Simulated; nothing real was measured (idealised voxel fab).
Process module heading - voxel double patterning
We display cut, a cross-section 230 nm in width whose square cells are each 5 nm.
Cross-section layout: square cells on a grid; listed as bands, top to bottom; a band spans one or more cell rows. Top, bottom (nm), then materials left to right with widths (nm); lone material tagged "all across" fills the whole band edge to edge; "air" = empty space. The reference from which all heights are counted is 0, the level beneath which the as-received wafer is entirely one material; the lowest band, having no lower bound, proceeds downward and is written after the example "0..down". Graded width ("30..40"): value in top row of band = first number; value in bottom row = second number; row-to-row change constant. For the purposes of this document, the phrase "remained unchanged" attached to a step denotes that no cell within the cross-section was modified by that step. This entry, "Enclosed void entries", enumerates those empty regions of no fewer than 8 cells that possess no open connection to the top. Each region is reported in the form width x height at distance, the distance being taken from the left edge, with all three quantities expressed in nm. If you see something after the settings on a step's line, that's the simulator's own remark about that step. On any step carrying a mask, the "overlay nm" setting, if present on the step's line, tells how far right of its planned place the mask lay; negative values point to the left.
STEPS PLANNED FOR THE PROCESS
step 1: RECEIVE with material Si
step 2: CONFORMAL_DEP with material SiO2, thk nm 10
step 3: DIRECTIONAL_DEP with material TiN, thk nm 15
step 4: DIRECTIONAL_DEP with material SiCN, thk nm 5
step 5: MASKED_ETCH with tone open, mask id FIRST, width nm 15, pitch nm 50, etch materials SiCN, depth nm 5, overlay nm 0
step 6: PATTERN with tone open, mask id SECOND, material resist, width nm 15, pitch nm 50, thk nm 15, overlay nm 0
step 7: DIRECTIONAL_ETCH with etch materials SiCN, depth nm 5
step 8: STRIP with etch materials resist
step 9: DIRECTIONAL_ETCH with etch materials TiN, depth nm 15
step 10: STRIP with etch materials SiCN
THIS IS THE CROSS-SECTION OF THE WAFER AS WE RECEIVED IT, I.E. AFTER STEP 1
- 0..down: Si all across
- Enclosed void entries: none
AS-PLANNED RUN: CROSS-SECTION OF THE FIRST OF TWO WAFERS AT END OF MODULE
- 25..10: 55 of TiN / 15 of air / 10 of TiN / 15 of air / 10 of TiN / 15 of air / 10 of TiN / 15 of air / 10 of TiN / 15 of air / 60 of TiN
- 10..0: SiO2 all across
- 0..down: Si all across
- Enclosed void entries: none
SECOND WAFER CROSS-SECTION AT END OF MODULE - SHARED START AND PLAN WITH THE FIRST, ONE MISTAKE IN THE RUN
- 15..0: 55 of TiN / 15 of air / 10 of TiN / 15 of air / 10 of TiN / 15 of air / 10 of TiN / 15 of air / 10 of TiN / 15 of air / 60 of TiN
- 0..down: Si all across
- Enclosed void entries: none
Deviation from plan: the run left out plan step 2 entirely, so it was never executed
Once processing is complete, comparing cell counts shows that the second wafer has more or fewer of certain materials than the first: -92 SiO2
